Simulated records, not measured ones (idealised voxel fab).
process module | voxel double patterning
cross-section cut | 230 nm wide | cells 5 nm
A cross-section is a grid of square cells, given in bands from the top down. A band is one or more rows of cells.
Each band's line starts with the height of the band's top and of its bottom, in nm. Then come its materials from left to right, each with its width in nm. One material with "throughout" fills the band from edge to edge. "air" is empty space.
Height 0 is the level under which the wafer as received is all one material. The lowest band goes on downwards, as in "0 down".
A width such as "30 to 40" changes by the same amount from each row of cells to the next, from the band's top row to its bottom row.
"no change" after a step means that no cell of the cross-section changed.
closed voids: empty space of 8 cells or more with no open way to the top, each as width x height at its distance from the left edge, in nm
after a step's settings: what the simulator itself notes on the step
overlay nm, on a step with a mask: how far to the right of its planned place the mask lay; to the left if negative
plan
1 op RECEIVE | material Si
2 op CONFORMAL_DEP | material SiO2 | thk nm 10
3 op DIRECTIONAL_DEP | material W | thk nm 5
4 op DIRECTIONAL_DEP | material SiCN | thk nm 5
5 op MASKED_ETCH | tone open | mask id FIRST | width nm 15 | pitch nm 50 | etch materials SiCN | depth nm 5 | overlay nm 0
6 op DIRECTIONAL_DEP | material aC | thk nm 10
7 op PATTERN | tone open | mask id SECOND | material resist | width nm 15 | pitch nm 50 | thk nm 30 | overlay nm 0
8 op DIRECTIONAL_ETCH | etch materials aC | depth nm 10
9 op STRIP | etch materials resist
10 op DIRECTIONAL_ETCH | etch materials SiCN | depth nm 5
11 op STRIP | etch materials aC
12 op DIRECTIONAL_ETCH | etch materials W | depth nm 15
13 op STRIP | etch materials SiCN
varied across the wafers: thk nm of step 3. The plan shows the first wafer's value. All wafers start alike
first wafer as received, after step 1
  0 down: Si throughout
  closed voids: none
each wafer at the end: cells of each material gained (+) or lost (-) since it was received, then its closed voids
thk nm 5 | +92 SiO2 | +31 W | closed voids: none
thk nm 10 | +92 SiO2 | +62 W | closed voids: none
thk nm 15 | +92 SiO2 | +93 W | closed voids: none
thk nm 20 | +92 SiO2 | +139 W | closed voids: none
thk nm 25 | +92 SiO2 | +185 W | closed voids: none
thk nm 30 | +92 SiO2 | +231 W | closed voids: none
